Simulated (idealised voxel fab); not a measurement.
The name of this process module is voxel ribs on slabs.
Xsec cut, 265 nm wide, square cell size 5 nm.
Cross-section, as written here: a square-cell grid given band by band from the top down, where a band holds one or more rows of cells.
Basically the band line says how high the top is and how high the bottom is, in nm, and then what's in it from left to right, every material with its width in nm. Empty space shows up as "blank", and if a single material carries "edge to edge" it runs the full band edge to edge.
Heads up on the height convention: 0 is the point under which the incoming wafer is all one material, and the lowest band has no bottom, it just keeps going down, like "0 and below".
With a width like "30->40", each row of cells in the band differs from the next by the same amount, the top row carrying the first number and the bottom row the second.
No cell of the cross-section changed in a step that is given as "nothing got changed".
The entry titled "Closed void register" provides the empty spaces that have no open way to the top, restricted to those of 8 cells or more. Each is presented as width x height at distance, the distance being measured from the left edge, with all three in nm.
On each step's line, the part that comes after the settings is the simulator's own comment on the step.
overlay nm: mask right of planned place by this much (step with mask). Neg. = left.

Below is the list of planned process steps
1) RECEIVE,material Si
2) DIRECTIONAL_DEP,material SiO2,thk nm 20
3) DIRECTIONAL_DEP,material SiN,thk nm 25
4) DIRECTIONAL_DEP,material aC,thk nm 10
5) PATTERN,tone cover,mask id RIB,material resist,width nm 25,thk nm 25,overlay nm 0
6) DIRECTIONAL_ETCH,etch materials aC,depth nm 10
7) STRIP,etch materials resist
8) DIRECTIONAL_ETCH,etch materials SiN,depth nm 20
9) STRIP,etch materials aC
10) MASKED_ETCH,tone cover,mask id SLAB,width nm 75,etch materials SiN,depth nm 5,overlay nm 0
11) FILL_DEP,material SiO2,thk nm 15
12) CMP,height nm 55
13) DIRECTIONAL_DEP,material TiN,thk nm 5
14) MASKED_ETCH,tone cover,mask id HEATER,width nm 35,etch materials TiN,depth nm 5,overlay nm 0
15) CONFORMAL_DEP,material SiO2,thk nm 5

Cross-section of the wafer as it came to us, i.e., already through step 1
    0 and below | Si edge to edge
    Closed void register: none

Below is the wafer in cross-section after the module was completed. It began from the starting point shown above and followed the plan shown above, except that one mistake was made while running it
    75 down to 70 | blank 100 nm, SiO2 65 nm, blank 100 nm
    70 down to 60 | SiO2 edge to edge
    60 down to 55 | SiO2 115 nm, TiN 35 nm, SiO2 115 nm
    55 down to 45 | SiO2 edge to edge
    45 down to 25 | SiO2 120 nm, SiN 25 nm, SiO2 120 nm
    25 down to 20 | SiO2 95 nm, SiN 75 nm, SiO2 95 nm
    20 down to 0 | SiO2 edge to edge
    0 and below | Si edge to edge
    Closed void register: none
Want to know what went wrong? contrary to plan, step 15 was performed as CONFORMAL_DEP,material SiO2,thk nm 15
